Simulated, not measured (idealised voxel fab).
The process module that follows is named voxel wiring stack.
Square cell edge 5 nm, section width 225 nm, ID cut.
Reading order for cross-sections: top band down to bottom band. Underlying form: a grid of square cells. Band size: one or more rows of cells. Within each band entry, the heights of the top and of the bottom of the band appear first, in that order and in nm; the materials of the band then follow from left to right, each with its corresponding width in nm. The designation "throughout" on a single material indicates that it fills the band from edge to edge; the designation "blank" indicates empty space. Measure heights from 0. That's the level where, below it, the as-received wafer is all one material. The lowest band is bottomless and extends downward; write it as in "0 and below". Note: "30..40" means the width goes from the first number (top row of the band) to the second number (bottom row) in equal steps per row of cells. Step marked "remains unaltered"? Then no cell in the cross-section changed in it. In "Completely sealed voids" the enclosed voids are listed, meaning empty spaces of 8 cells or larger without any opening to the top. The form is width x height at distance, distance from the left edge, units nm. Whatever follows a step's settings on its line is a remark the simulator itself makes about that step. "overlay nm" on a masked step: distance the mask lay right of its planned place, negative for left.

So here's the lineup of process steps we planned:
1,op RECEIVE | material Si
2,op CONFORMAL_DEP | material SiO2 | thk nm 10
3,op CONFORMAL_DEP | material SiN | thk nm 5
4,op DIRECTIONAL_DEP | material lowk | thk nm 15
5,op MASKED_ETCH | tone open | mask id METAL_1 | width nm 20 | pitch nm 35 | etch materials lowk | depth nm 15 | overlay nm 0
6,op MASKED_ETCH | tone open | mask id METAL_1 | width nm 20 | pitch nm 35 | etch materials SiN | depth nm 5 | overlay nm 0
7,op CONFORMAL_DEP | material TiN | thk nm 5
8,op FILL_DEP | material Ru | thk nm 5
9,op CMP | height nm 30
10,op CONFORMAL_DEP | material SiCN | thk nm 5
11,op DIRECTIONAL_DEP | material SiO2 | thk nm 20
12,op MASKED_ETCH | tone open | mask id PLUG_1 | width nm 15 | pitch nm 35 | etch materials SiO2 | depth nm 20 | overlay nm 0
13,op MASKED_ETCH | tone open | mask id PLUG_1 | width nm 15 | pitch nm 35 | etch materials SiCN | depth nm 5 | overlay nm 0
14,op CONFORMAL_DEP | material TiN | thk nm 5
15,op FILL_DEP | material Ru | thk nm 10
16,op CMP | height nm 55
17,op CONFORMAL_DEP | material SiCN | thk nm 5
18,op DIRECTIONAL_DEP | material lowk | thk nm 20
19,op PATTERN | tone open | mask id METAL_2 | material resist | width nm 20 | pitch nm 35 | thk nm 20 | overlay nm 0
20,op DIRECTIONAL_ETCH | etch materials lowk | depth nm 20
21,op DIRECTIONAL_ETCH | etch materials SiCN | depth nm 5
22,op STRIP | etch materials resist
23,op CONFORMAL_DEP | material TiN | thk nm 5
24,op FILL_DEP | material W | thk nm 5
25,op CMP | height nm 80
26,op CONFORMAL_DEP | material SiCN | thk nm 5
27,op DIRECTIONAL_DEP | material SiO2 | thk nm 15
28,op PATTERN | tone open | mask id PLUG_2 | material resist | width nm 15 | pitch nm 35 | thk nm 20 | overlay nm 0
29,op DIRECTIONAL_ETCH | etch materials SiO2 | depth nm 15
30,op DIRECTIONAL_ETCH | etch materials SiCN | depth nm 5
31,op STRIP | etch materials resist
32,op EPI | material Ru | thk nm 10
33,op EPI | material Ru | thk nm 10
34,op DIRECTIONAL_DEP | material TiN | thk nm 5
35,op DIRECTIONAL_DEP | material Ru | thk nm 25
36,op MASKED_ETCH | tone cover | mask id METAL_3 | width nm 20 | pitch nm 35 | etch materials Ru | depth nm 25 | overlay nm 0
37,op MASKED_ETCH | tone cover | mask id METAL_3 | width nm 20 | pitch nm 35 | etch materials TiN | depth nm 5 | overlay nm 0
38,op CONFORMAL_DEP | material SiCN | thk nm 5
39,op FILL_DEP | material lowk | thk nm 5
40,op CMP | height nm 130
41,op CONFORMAL_DEP | material SiCN | thk nm 5

First of two wafers - as planned:

Wafer at receipt (post step 1), cross-section:
> 0 and below: Si throughout
> Completely sealed voids: none

Step 2 complete: cross-section through the wafer:
> 10 down to 0: SiO2 throughout
> No changes below 0.

Step 3 complete: cross-section through the wafer:
> 15 down to 10: SiN throughout
> No changes below 10.

Step 4 complete: cross-section through the wafer:
> 30 down to 15: lowk throughout
> No changes below 15.

Step 5 complete: cross-section through the wafer:
> 30 down to 15: lowk (65)  blank (20)  lowk (15)  blank (20)  lowk (15)  blank (20)  lowk (70)
> No changes below 15.

Step 6 complete: cross-section through the wafer:
> 30 down to 15: lowk (65)  blank (20)  lowk (15)  blank (20)  lowk (15)  blank (20)  lowk (70)
> 15 down to 10: SiN (65)  blank (20)  SiN (15)  blank (20)  SiN (15)  blank (20)  SiN (70)
> No changes below 10.

Step 7 complete: cross-section through the wafer:
> 35 down to 30: TiN (70)  blank (10)  TiN (25)  blank (10)  TiN (25)  blank (10)  TiN (75)
> 30 down to 15: lowk (65)  TiN (5)  blank (10)  TiN (5)  lowk (15)  TiN (5)  blank (10)  TiN (5)  lowk (15)  TiN (5)  blank (10)  TiN (5)  lowk (70)
> 15 down to 10: SiN (65)  TiN (20)  SiN (15)  TiN (20)  SiN (15)  TiN (20)  SiN (70)
> No changes below 10.

Step 8 complete: cross-section through the wafer:
> 40 down to 35: Ru throughout
> 35 down to 30: TiN (70)  Ru (10)  TiN (25)  Ru (10)  TiN (25)  Ru (10)  TiN (75)
> 30 down to 15: lowk (65)  TiN (5)  Ru (10)  TiN (5)  lowk (15)  TiN (5)  Ru (10)  TiN (5)  lowk (15)  TiN (5)  Ru (10)  TiN (5)  lowk (70)
> No changes below 15.

Step 9 complete: cross-section through the wafer:
> 30 down to 15: lowk (65)  TiN (5)  Ru (10)  TiN (5)  lowk (15)  TiN (5)  Ru (10)  TiN (5)  lowk (15)  TiN (5)  Ru (10)  TiN (5)  lowk (70)
> No changes below 15.

Step 10 complete: cross-section through the wafer:
> 35 down to 30: SiCN throughout
> No changes below 30.

Step 11 complete: cross-section through the wafer:
> 55 down to 35: SiO2 throughout
> No changes below 35.

Step 12 complete: cross-section through the wafer:
> 55 down to 35: SiO2 (65)  blank (15)  SiO2 (20)  blank (15)  SiO2 (20)  blank (15)  SiO2 (75)
> No changes below 35.

Step 13 complete: cross-section through the wafer:
> 55 down to 35: SiO2 (65)  blank (15)  SiO2 (20)  blank (15)  SiO2 (20)  blank (15)  SiO2 (75)
> 35 down to 30: SiCN (65)  blank (15)  SiCN (20)  blank (15)  SiCN (20)  blank (15)  SiCN (75)
> No changes below 30.

Step 14 complete: cross-section through the wafer:
> 60 down to 55: TiN (70)  blank (5)  TiN (30)  blank (5)  TiN (30)  blank (5)  TiN (80)
> 55 down to 35: SiO2 (65)  TiN (5)  blank (5)  TiN (5)  SiO2 (20)  TiN (5)  blank (5)  TiN (5)  SiO2 (20)  TiN (5)  blank (5)  TiN (5)  SiO2 (75)
> 35 down to 30: SiCN (65)  TiN (15)  SiCN (20)  TiN (15)  SiCN (20)  TiN (15)  SiCN (75)
> No changes below 30.

Step 15 complete: cross-section through the wafer:
> 70 down to 60: Ru throughout
> 60 down to 55: TiN (70)  Ru (5)  TiN (30)  Ru (5)  TiN (30)  Ru (5)  TiN (80)
> 55 down to 35: SiO2 (65)  TiN (5)  Ru (5)  TiN (5)  SiO2 (20)  TiN (5)  Ru (5)  TiN (5)  SiO2 (20)  TiN (5)  Ru (5)  TiN (5)  SiO2 (75)
> No changes below 35.

Step 16 complete: cross-section through the wafer:
> 55 down to 35: SiO2 (65)  TiN (5)  Ru (5)  TiN (5)  SiO2 (20)  TiN (5)  Ru (5)  TiN (5)  SiO2 (20)  TiN (5)  Ru (5)  TiN (5)  SiO2 (75)
> No changes below 35.

Step 17 complete: cross-section through the wafer:
> 60 down to 55: SiCN throughout
> No changes below 55.

Step 18 complete: cross-section through the wafer:
> 80 down to 60: lowk throughout
> No changes below 60.

Step 19 complete: cross-section through the wafer:
> 100 down to 80: resist (65)  blank (20)  resist (15)  blank (20)  resist (15)  blank (20)  resist (70)
> No changes below 80.

Step 20 complete: cross-section through the wafer:
> 100 down to 80: resist (65)  blank (20)  resist (15)  blank (20)  resist (15)  blank (20)  resist (70)
> 80 down to 60: lowk (65)  blank (20)  lowk (15)  blank (20)  lowk (15)  blank (20)  lowk (70)
> No changes below 60.

Step 21 complete: cross-section through the wafer:
> 100 down to 80: resist (65)  blank (20)  resist (15)  blank (20)  resist (15)  blank (20)  resist (70)
> 80 down to 60: lowk (65)  blank (20)  lowk (15)  blank (20)  lowk (15)  blank (20)  lowk (70)
> 60 down to 55: SiCN (65)  blank (20)  SiCN (15)  blank (20)  SiCN (15)  blank (20)  SiCN (70)
> No changes below 55.

Step 22 complete: cross-section through the wafer:
> 80 down to 60: lowk (65)  blank (20)  lowk (15)  blank (20)  lowk (15)  blank (20)  lowk (70)
> No changes below 60.

Step 23 complete: cross-section through the wafer:
> 85 down to 80: TiN (70)  blank (10)  TiN (25)  blank (10)  TiN (25)  blank (10)  TiN (75)
> 80 down to 60: lowk (65)  TiN (5)  blank (10)  TiN (5)  lowk (15)  TiN (5)  blank (10)  TiN (5)  lowk (15)  TiN (5)  blank (10)  TiN (5)  lowk (70)
> 60 down to 55: SiCN (65)  TiN (20)  SiCN (15)  TiN (20)  SiCN (15)  TiN (20)  SiCN (70)
> No changes below 55.

Step 24 complete: cross-section through the wafer:
> 90 down to 85: W throughout
> 85 down to 80: TiN (70)  W (10)  TiN (25)  W (10)  TiN (25)  W (10)  TiN (75)
> 80 down to 60: lowk (65)  TiN (5)  W (10)  TiN (5)  lowk (15)  TiN (5)  W (10)  TiN (5)  lowk (15)  TiN (5)  W (10)  TiN (5)  lowk (70)
> No changes below 60.

Step 25 complete: cross-section through the wafer:
> 80 down to 60: lowk (65)  TiN (5)  W (10)  TiN (5)  lowk (15)  TiN (5)  W (10)  TiN (5)  lowk (15)  TiN (5)  W (10)  TiN (5)  lowk (70)
> No changes below 60.

Step 26 complete: cross-section through the wafer:
> 85 down to 80: SiCN throughout
> No changes below 80.

Step 27 complete: cross-section through the wafer:
> 100 down to 85: SiO2 throughout
> No changes below 85.

Step 28 complete: cross-section through the wafer:
> 120 down to 100: resist (65)  blank (15)  resist (20)  blank (15)  resist (20)  blank (15)  resist (75)
> No changes below 100.

Step 29 complete: cross-section through the wafer:
> 120 down to 100: resist (65)  blank (15)  resist (20)  blank (15)  resist (20)  blank (15)  resist (75)
> 100 down to 85: SiO2 (65)  blank (15)  SiO2 (20)  blank (15)  SiO2 (20)  blank (15)  SiO2 (75)
> No changes below 85.

Step 30 complete: cross-section through the wafer:
> 120 down to 100: resist (65)  blank (15)  resist (20)  blank (15)  resist (20)  blank (15)  resist (75)
> 100 down to 85: SiO2 (65)  blank (15)  SiO2 (20)  blank (15)  SiO2 (20)  blank (15)  SiO2 (75)
> 85 down to 80: SiCN (65)  blank (15)  SiCN (20)  blank (15)  SiCN (20)  blank (15)  SiCN (75)
> No changes below 80.

Step 31 complete: cross-section through the wafer:
> 100 down to 85: SiO2 (65)  blank (15)  SiO2 (20)  blank (15)  SiO2 (20)  blank (15)  SiO2 (75)
> No changes below 85.

Step 32 complete: cross-section through the wafer:
> 100 down to 90: SiO2 (65)  blank (15)  SiO2 (20)  blank (15)  SiO2 (20)  blank (15)  SiO2 (75)
> 90 down to 85: SiO2 (65)  Ru (15)  SiO2 (20)  Ru (15)  SiO2 (20)  Ru (15)  SiO2 (75)
> 85 down to 80: SiCN (65)  Ru (15)  SiCN (20)  Ru (15)  SiCN (20)  Ru (15)  SiCN (75)
> No changes below 80.

Step 33 complete: cross-section through the wafer:
> 100 down to 85: SiO2 (65)  Ru (15)  SiO2 (20)  Ru (15)  SiO2 (20)  Ru (15)  SiO2 (75)
> No changes below 85.

Step 34 complete: cross-section through the wafer:
> 105 down to 100: TiN throughout
> No changes below 100.

Step 35 complete: cross-section through the wafer:
> 130 down to 105: Ru throughout
> No changes below 105.

Step 36 complete: cross-section through the wafer:
> 130 down to 105: blank (65)  Ru (20)  blank (15)  Ru (20)  blank (15)  Ru (20)  blank (70)
> No changes below 105.

Step 37 complete: cross-section through the wafer:
> 130 down to 105: blank (65)  Ru (20)  blank (15)  Ru (20)  blank (15)  Ru (20)  blank (70)
> 105 down to 100: blank (65)  TiN (20)  blank (15)  TiN (20)  blank (15)  TiN (20)  blank (70)
> No changes below 100.

Step 38 complete: cross-section through the wafer:
> 135 down to 130: blank (60)  SiCN (30)  blank (5)  SiCN (30)  blank (5)  SiCN (30)  blank (65)
> 130 down to 105: blank (60)  SiCN (5)  Ru (20)  SiCN (5)  blank (5)  SiCN (5)  Ru (20)  SiCN (5)  blank (5)  SiCN (5)  Ru (20)  SiCN (5)  blank (65)
> 105 down to 100: SiCN (65)  TiN (20)  SiCN (15)  TiN (20)  SiCN (15)  TiN (20)  SiCN (70)
> No changes below 100.

Step 39 complete: cross-section through the wafer:
> 140 down to 135: lowk throughout
> 135 down to 130: lowk (60)  SiCN (30)  lowk (5)  SiCN (30)  lowk (5)  SiCN (30)  lowk (65)
> 130 down to 105: lowk (60)  SiCN (5)  Ru (20)  SiCN (5)  lowk (5)  SiCN (5)  Ru (20)  SiCN (5)  lowk (5)  SiCN (5)  Ru (20)  SiCN (5)  lowk (65)
> No changes below 105.

Step 40 complete: cross-section through the wafer:
> 130 down to 105: lowk (60)  SiCN (5)  Ru (20)  SiCN (5)  lowk (5)  SiCN (5)  Ru (20)  SiCN (5)  lowk (5)  SiCN (5)  Ru (20)  SiCN (5)  lowk (65)
> No changes below 105.

Step 41 complete: cross-section through the wafer:
> 135 down to 130: SiCN throughout
> No changes below 130.

The Second Wafer: Common Origin and Plan, One Mistake in Execution, Identical to the First Through Step 2:

Planned end of step 3: second wafer, cross-section:
> 15 down to 10: W throughout
> No changes below 10.

Planned end of step 4: second wafer, cross-section:
> 30 down to 15: lowk throughout
> No changes below 15.

Planned end of step 5: second wafer, cross-section:
> 30 down to 15: lowk (65)  blank (20)  lowk (15)  blank (20)  lowk (15)  blank (20)  lowk (70)
> No changes below 15.

Planned end of step 6: second wafer, cross-section: remains unaltered

Planned end of step 7: second wafer, cross-section:
> 35 down to 30: TiN (70)  blank (10)  TiN (25)  blank (10)  TiN (25)  blank (10)  TiN (75)
> 30 down to 20: lowk (65)  TiN (5)  blank (10)  TiN (5)  lowk (15)  TiN (5)  blank (10)  TiN (5)  lowk (15)  TiN (5)  blank (10)  TiN (5)  lowk (70)
> 20 down to 15: lowk (65)  TiN (20)  lowk (15)  TiN (20)  lowk (15)  TiN (20)  lowk (70)
> No changes below 15.

Planned end of step 8: second wafer, cross-section:
> 40 down to 35: Ru throughout
> 35 down to 30: TiN (70)  Ru (10)  TiN (25)  Ru (10)  TiN (25)  Ru (10)  TiN (75)
> 30 down to 20: lowk (65)  TiN (5)  Ru (10)  TiN (5)  lowk (15)  TiN (5)  Ru (10)  TiN (5)  lowk (15)  TiN (5)  Ru (10)  TiN (5)  lowk (70)
> No changes below 20.

Planned end of step 9: second wafer, cross-section:
> 30 down to 20: lowk (65)  TiN (5)  Ru (10)  TiN (5)  lowk (15)  TiN (5)  Ru (10)  TiN (5)  lowk (15)  TiN (5)  Ru (10)  TiN (5)  lowk (70)
> No changes below 20.

Planned end of step 10: second wafer, cross-section:
> 35 down to 30: SiCN throughout
> No changes below 30.

Planned end of step 11: second wafer, cross-section:
> 55 down to 35: SiO2 throughout
> No changes below 35.

Planned end of step 12: second wafer, cross-section:
> 55 down to 35: SiO2 (65)  blank (15)  SiO2 (20)  blank (15)  SiO2 (20)  blank (15)  SiO2 (75)
> No changes below 35.

Planned end of step 13: second wafer, cross-section:
> 55 down to 35: SiO2 (65)  blank (15)  SiO2 (20)  blank (15)  SiO2 (20)  blank (15)  SiO2 (75)
> 35 down to 30: SiCN (65)  blank (15)  SiCN (20)  blank (15)  SiCN (20)  blank (15)  SiCN (75)
> No changes below 30.

Planned end of step 14: second wafer, cross-section:
> 60 down to 55: TiN (70)  blank (5)  TiN (30)  blank (5)  TiN (30)  blank (5)  TiN (80)
> 55 down to 35: SiO2 (65)  TiN (5)  blank (5)  TiN (5)  SiO2 (20)  TiN (5)  blank (5)  TiN (5)  SiO2 (20)  TiN (5)  blank (5)  TiN (5)  SiO2 (75)
> 35 down to 30: SiCN (65)  TiN (15)  SiCN (20)  TiN (15)  SiCN (20)  TiN (15)  SiCN (75)
> No changes below 30.

Planned end of step 15: second wafer, cross-section:
> 70 down to 60: Ru throughout
> 60 down to 55: TiN (70)  Ru (5)  TiN (30)  Ru (5)  TiN (30)  Ru (5)  TiN (80)
> 55 down to 35: SiO2 (65)  TiN (5)  Ru (5)  TiN (5)  SiO2 (20)  TiN (5)  Ru (5)  TiN (5)  SiO2 (20)  TiN (5)  Ru (5)  TiN (5)  SiO2 (75)
> No changes below 35.

Planned end of step 16: second wafer, cross-section:
> 55 down to 35: SiO2 (65)  TiN (5)  Ru (5)  TiN (5)  SiO2 (20)  TiN (5)  Ru (5)  TiN (5)  SiO2 (20)  TiN (5)  Ru (5)  TiN (5)  SiO2 (75)
> No changes below 35.

Planned end of step 17: second wafer, cross-section:
> 60 down to 55: SiCN throughout
> No changes below 55.

Planned end of step 18: second wafer, cross-section:
> 80 down to 60: lowk throughout
> No changes below 60.

Planned end of step 19: second wafer, cross-section:
> 100 down to 80: resist (65)  blank (20)  resist (15)  blank (20)  resist (15)  blank (20)  resist (70)
> No changes below 80.

Planned end of step 20: second wafer, cross-section:
> 100 down to 80: resist (65)  blank (20)  resist (15)  blank (20)  resist (15)  blank (20)  resist (70)
> 80 down to 60: lowk (65)  blank (20)  lowk (15)  blank (20)  lowk (15)  blank (20)  lowk (70)
> No changes below 60.

Planned end of step 21: second wafer, cross-section:
> 100 down to 80: resist (65)  blank (20)  resist (15)  blank (20)  resist (15)  blank (20)  resist (70)
> 80 down to 60: lowk (65)  blank (20)  lowk (15)  blank (20)  lowk (15)  blank (20)  lowk (70)
> 60 down to 55: SiCN (65)  blank (20)  SiCN (15)  blank (20)  SiCN (15)  blank (20)  SiCN (70)
> No changes below 55.

Planned end of step 22: second wafer, cross-section:
> 80 down to 60: lowk (65)  blank (20)  lowk (15)  blank (20)  lowk (15)  blank (20)  lowk (70)
> No changes below 60.

Planned end of step 23: second wafer, cross-section:
> 85 down to 80: TiN (70)  blank (10)  TiN (25)  blank (10)  TiN (25)  blank (10)  TiN (75)
> 80 down to 60: lowk (65)  TiN (5)  blank (10)  TiN (5)  lowk (15)  TiN (5)  blank (10)  TiN (5)  lowk (15)  TiN (5)  blank (10)  TiN (5)  lowk (70)
> 60 down to 55: SiCN (65)  TiN (20)  SiCN (15)  TiN (20)  SiCN (15)  TiN (20)  SiCN (70)
> No changes below 55.

Planned end of step 24: second wafer, cross-section:
> 90 down to 85: W throughout
> 85 down to 80: TiN (70)  W (10)  TiN (25)  W (10)  TiN (25)  W (10)  TiN (75)
> 80 down to 60: lowk (65)  TiN (5)  W (10)  TiN (5)  lowk (15)  TiN (5)  W (10)  TiN (5)  lowk (15)  TiN (5)  W (10)  TiN (5)  lowk (70)
> No changes below 60.

Planned end of step 25: second wafer, cross-section:
> 80 down to 60: lowk (65)  TiN (5)  W (10)  TiN (5)  lowk (15)  TiN (5)  W (10)  TiN (5)  lowk (15)  TiN (5)  W (10)  TiN (5)  lowk (70)
> No changes below 60.

Planned end of step 26: second wafer, cross-section:
> 85 down to 80: SiCN throughout
> No changes below 80.

Planned end of step 27: second wafer, cross-section:
> 100 down to 85: SiO2 throughout
> No changes below 85.

Planned end of step 28: second wafer, cross-section:
> 120 down to 100: resist (65)  blank (15)  resist (20)  blank (15)  resist (20)  blank (15)  resist (75)
> No changes below 100.

Planned end of step 29: second wafer, cross-section:
> 120 down to 100: resist (65)  blank (15)  resist (20)  blank (15)  resist (20)  blank (15)  resist (75)
> 100 down to 85: SiO2 (65)  blank (15)  SiO2 (20)  blank (15)  SiO2 (20)  blank (15)  SiO2 (75)
> No changes below 85.

Planned end of step 30: second wafer, cross-section:
> 120 down to 100: resist (65)  blank (15)  resist (20)  blank (15)  resist (20)  blank (15)  resist (75)
> 100 down to 85: SiO2 (65)  blank (15)  SiO2 (20)  blank (15)  SiO2 (20)  blank (15)  SiO2 (75)
> 85 down to 80: SiCN (65)  blank (15)  SiCN (20)  blank (15)  SiCN (20)  blank (15)  SiCN (75)
> No changes below 80.

Planned end of step 31: second wafer, cross-section:
> 100 down to 85: SiO2 (65)  blank (15)  SiO2 (20)  blank (15)  SiO2 (20)  blank (15)  SiO2 (75)
> No changes below 85.

Planned end of step 32: second wafer, cross-section:
> 100 down to 90: SiO2 (65)  blank (15)  SiO2 (20)  blank (15)  SiO2 (20)  blank (15)  SiO2 (75)
> 90 down to 85: SiO2 (65)  Ru (15)  SiO2 (20)  Ru (15)  SiO2 (20)  Ru (15)  SiO2 (75)
> 85 down to 80: SiCN (65)  Ru (15)  SiCN (20)  Ru (15)  SiCN (20)  Ru (15)  SiCN (75)
> No changes below 80.

Planned end of step 33: second wafer, cross-section:
> 100 down to 85: SiO2 (65)  Ru (15)  SiO2 (20)  Ru (15)  SiO2 (20)  Ru (15)  SiO2 (75)
> No changes below 85.

Planned end of step 34: second wafer, cross-section:
> 105 down to 100: TiN throughout
> No changes below 100.

Planned end of step 35: second wafer, cross-section:
> 130 down to 105: Ru throughout
> No changes below 105.

Planned end of step 36: second wafer, cross-section:
> 130 down to 105: blank (65)  Ru (20)  blank (15)  Ru (20)  blank (15)  Ru (20)  blank (70)
> No changes below 105.

Planned end of step 37: second wafer, cross-section:
> 130 down to 105: blank (65)  Ru (20)  blank (15)  Ru (20)  blank (15)  Ru (20)  blank (70)
> 105 down to 100: blank (65)  TiN (20)  blank (15)  TiN (20)  blank (15)  TiN (20)  blank (70)
> No changes below 100.

Planned end of step 38: second wafer, cross-section:
> 135 down to 130: blank (60)  SiCN (30)  blank (5)  SiCN (30)  blank (5)  SiCN (30)  blank (65)
> 130 down to 105: blank (60)  SiCN (5)  Ru (20)  SiCN (5)  blank (5)  SiCN (5)  Ru (20)  SiCN (5)  blank (5)  SiCN (5)  Ru (20)  SiCN (5)  blank (65)
> 105 down to 100: SiCN (65)  TiN (20)  SiCN (15)  TiN (20)  SiCN (15)  TiN (20)  SiCN (70)
> No changes below 100.

Planned end of step 39: second wafer, cross-section:
> 140 down to 135: lowk throughout
> 135 down to 130: lowk (60)  SiCN (30)  lowk (5)  SiCN (30)  lowk (5)  SiCN (30)  lowk (65)
> 130 down to 105: lowk (60)  SiCN (5)  Ru (20)  SiCN (5)  lowk (5)  SiCN (5)  Ru (20)  SiCN (5)  lowk (5)  SiCN (5)  Ru (20)  SiCN (5)  lowk (65)
> No changes below 105.

Planned end of step 40: second wafer, cross-section:
> 130 down to 105: lowk (60)  SiCN (5)  Ru (20)  SiCN (5)  lowk (5)  SiCN (5)  Ru (20)  SiCN (5)  lowk (5)  SiCN (5)  Ru (20)  SiCN (5)  lowk (65)
> No changes below 105.

Planned end of step 41: second wafer, cross-section:
> 135 down to 130: SiCN throughout
> No changes below 130.
What broke from the plan during processing? step 3 did not use the planned setting and instead ran as op CONFORMAL_DEP | material W | thk nm 5
Once processing is complete, comparing cell counts shows that the second wafer has more or fewer of certain materials than the first: -6 Ru; -33 SiN; -6 TiN; +45 W
